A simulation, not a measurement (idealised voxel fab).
This section sets out a process module, namely voxel wiring stack.
It is cross-section cut that appears here, measuring 290 nm in width, its square cells being 5 nm in size.
Cross-section = grid of square cells, listed top down in bands; band = one or more rows. The band entry comprises the height of the band's top followed by the height of its bottom, expressed in nm, and subsequently the band's materials from left to right, each stated together with its width in nm. Where a single material is marked with the word "full width", that material fills the band from edge to edge. The word "empty" represents empty space. For the purposes of this specification, 0 denotes the height below which the wafer in its as-received condition is composed wholly of one material, and the lowermost band, lacking a lower limit, extends downward without end, as expressed in "0 down". Think of "30..40" as a width that walks from the first number to the second as you go down the band, top row to bottom row, taking equal-sized steps from row to row. "remains unaltered" -> step changed no cross-section cell. The label "Fully sealed cavities" introduces a list of the empty spaces, 8 cells or larger, that have no open way up to the top; each entry in it reads width x height at distance, where the distance is taken from the left edge and all three are stated in nm. Past the settings on a step's line: simulator remark, on that step. "overlay nm" answers the question of how far to the right of plan the mask lay on a step that has a mask, and when it is negative the answer is to the left.
## Intended process steps
1. RECEIVE, material Si
2. CONFORMAL_DEP, material SiO2, thk nm 15
3. DIRECTIONAL_DEP, material TiN, thk nm 5
4. DIRECTIONAL_DEP, material W, thk nm 20
5. DIRECTIONAL_DEP, material aC, thk nm 10
6. PATTERN, tone cover, mask id METAL_1, material resist, width nm 25, pitch nm 45, thk nm 30, overlay nm 0
7. DIRECTIONAL_ETCH, etch materials aC, depth nm 10
8. STRIP, etch materials resist
9. DIRECTIONAL_ETCH, etch materials W, depth nm 20
10. DIRECTIONAL_ETCH, etch materials TiN, depth nm 5
11. STRIP, etch materials aC
12. CONFORMAL_DEP, material SiN, thk nm 5
13. FILL_DEP, material lowk, thk nm 10
14. CMP, height nm 40
15. CONFORMAL_DEP, material SiCN, thk nm 5
16. DIRECTIONAL_DEP, material SiO2, thk nm 20
17. DIRECTIONAL_DEP, material aC, thk nm 10
18. PATTERN, tone open, mask id PLUG_1, material resist, width nm 15, pitch nm 45, thk nm 25, overlay nm 0
19. DIRECTIONAL_ETCH, etch materials aC, depth nm 10
20. STRIP, etch materials resist
21. DIRECTIONAL_ETCH, etch materials SiO2, depth nm 20
22. DIRECTIONAL_ETCH, etch materials SiCN, depth nm 5
23. STRIP, etch materials aC
24. CONFORMAL_DEP, material TiN, thk nm 5
25. FILL_DEP, material Cu, thk nm 5
26. CMP, height nm 65
27. DIRECTIONAL_DEP, material TiN, thk nm 5
28. DIRECTIONAL_DEP, material W, thk nm 15
29. DIRECTIONAL_DEP, material aC, thk nm 10
30. PATTERN, tone cover, mask id METAL_2, material resist, width nm 25, pitch nm 45, thk nm 30, overlay nm 0
31. DIRECTIONAL_ETCH, etch materials aC, depth nm 10
32. STRIP, etch materials resist
33. DIRECTIONAL_ETCH, etch materials W, depth nm 15
34. DIRECTIONAL_ETCH, etch materials TiN, depth nm 5
35. STRIP, etch materials aC
36. CONFORMAL_DEP, material SiCN, thk nm 5
37. FILL_DEP, material SiO2, thk nm 10
38. CMP, height nm 85
39. CONFORMAL_DEP, material SiCN, thk nm 5
40. DIRECTIONAL_DEP, material lowk, thk nm 10
41. MASKED_ETCH, tone open, mask id PLUG_2, width nm 15, pitch nm 45, etch materials lowk, depth nm 10, overlay nm 0
42. MASKED_ETCH, tone open, mask id PLUG_2, width nm 15, pitch nm 45, etch materials SiCN, depth nm 5, overlay nm 0
43. CONFORMAL_DEP, material TiN, thk nm 5
44. FILL_DEP, material W, thk nm 10
45. CMP, height nm 100
46. CONFORMAL_DEP, material SiN, thk nm 5
47. DIRECTIONAL_DEP, material SiO2, thk nm 20
48. PATTERN, tone open, mask id METAL_3, material resist, width nm 25, pitch nm 45, thk nm 20, overlay nm 0
49. DIRECTIONAL_ETCH, etch materials SiO2, depth nm 20
50. DIRECTIONAL_ETCH, etch materials SiN, depth nm 5
51. STRIP, etch materials resist
52. CONFORMAL_DEP, material TiN, thk nm 5
53. FILL_DEP, material Ru, thk nm 10
54. CMP, height nm 125
55. CONFORMAL_DEP, material SiN, thk nm 5
## As received (post step 1): cross-section
  0 down: Si full width
  Fully sealed cavities: none
## Wafer cross-section at module end: first of two, run to plan
  130 to 125: SiN full width
  125 to 105: SiO2: 85 / TiN: 5 / Ru: 15 / TiN: 5 / SiO2: 20 / TiN: 5 / Ru: 15 / TiN: 5 / SiO2: 20 / TiN: 5 / Ru: 15 / TiN: 5 / SiO2: 90
  105 to 100: SiN: 85 / TiN: 25 / SiN: 20 / TiN: 25 / SiN: 20 / TiN: 25 / SiN: 90
  100 to 90: lowk: 85 / TiN: 5 / W: 5 / TiN: 5 / lowk: 30 / TiN: 5 / W: 5 / TiN: 5 / lowk: 30 / TiN: 5 / W: 5 / TiN: 5 / lowk: 100
  90 to 85: SiCN: 85 / TiN: 15 / SiCN: 30 / TiN: 15 / SiCN: 30 / TiN: 15 / SiCN: 100
  85 to 70: SiO2: 80 / SiCN: 5 / W: 25 / SiCN: 5 / SiO2: 10 / SiCN: 5 / W: 25 / SiCN: 5 / SiO2: 10 / SiCN: 5 / W: 25 / SiCN: 5 / SiO2: 85
  70 to 65: SiCN: 85 / TiN: 25 / SiCN: 20 / TiN: 25 / SiCN: 20 / TiN: 25 / SiCN: 90
  65 to 45: SiO2: 85 / TiN: 5 / Cu: 5 / TiN: 5 / SiO2: 30 / TiN: 5 / Cu: 5 / TiN: 5 / SiO2: 30 / TiN: 5 / Cu: 5 / TiN: 5 / SiO2: 100
  45 to 40: SiCN: 85 / TiN: 15 / SiCN: 30 / TiN: 15 / SiCN: 30 / TiN: 15 / SiCN: 100
  40 to 20: lowk: 80 / SiN: 5 / W: 25 / SiN: 5 / lowk: 10 / SiN: 5 / W: 25 / SiN: 5 / lowk: 10 / SiN: 5 / W: 25 / SiN: 5 / lowk: 85
  20 to 15: SiN: 85 / TiN: 25 / SiN: 20 / TiN: 25 / SiN: 20 / TiN: 25 / SiN: 90
  15 to 0: SiO2 full width
  0 down: Si full width
  Fully sealed cavities: none
## Second wafer of the two, sectioned at the end of the module. It began like the first and followed the same plan, but one mistake was made while running it
  130 to 125: SiN full width
  125 to 105: SiO2: 85 / TiN: 5 / Ru: 15 / TiN: 5 / SiO2: 20 / TiN: 5 / Ru: 15 / TiN: 5 / SiO2: 20 / TiN: 5 / Ru: 15 / TiN: 5 / SiO2: 90
  105 to 100: SiN: 85 / TiN: 25 / SiN: 20 / TiN: 25 / SiN: 20 / TiN: 25 / SiN: 90
  100 to 95: W full width
  95 to 90: TiN: 90 / W: 5 / TiN: 40 / W: 5 / TiN: 40 / W: 5 / TiN: 105
  90 to 85: SiCN: 85 / TiN: 15 / SiCN: 30 / TiN: 15 / SiCN: 30 / TiN: 15 / SiCN: 100
  85 to 70: SiO2: 80 / SiCN: 5 / W: 25 / SiCN: 5 / SiO2: 10 / SiCN: 5 / W: 25 / SiCN: 5 / SiO2: 10 / SiCN: 5 / W: 25 / SiCN: 5 / SiO2: 85
  70 to 65: SiCN: 85 / TiN: 25 / SiCN: 20 / TiN: 25 / SiCN: 20 / TiN: 25 / SiCN: 90
  65 to 45: SiO2: 85 / TiN: 5 / Cu: 5 / TiN: 5 / SiO2: 30 / TiN: 5 / Cu: 5 / TiN: 5 / SiO2: 30 / TiN: 5 / Cu: 5 / TiN: 5 / SiO2: 100
  45 to 40: SiCN: 85 / TiN: 15 / SiCN: 30 / TiN: 15 / SiCN: 30 / TiN: 15 / SiCN: 100
  40 to 20: lowk: 80 / SiN: 5 / W: 25 / SiN: 5 / lowk: 10 / SiN: 5 / W: 25 / SiN: 5 / lowk: 10 / SiN: 5 / W: 25 / SiN: 5 / lowk: 85
  20 to 15: SiN: 85 / TiN: 25 / SiN: 20 / TiN: 25 / SiN: 20 / TiN: 25 / SiN: 90
  15 to 0: SiO2 full width
  0 down: Si full width
  Fully sealed cavities: none
what went wrong: not run: step 40 of the plan (skipped)
Bottom line after processing is that, in cells, the second wafer is up or down on some materials versus the first: +43 TiN; +55 W; -98 lowk
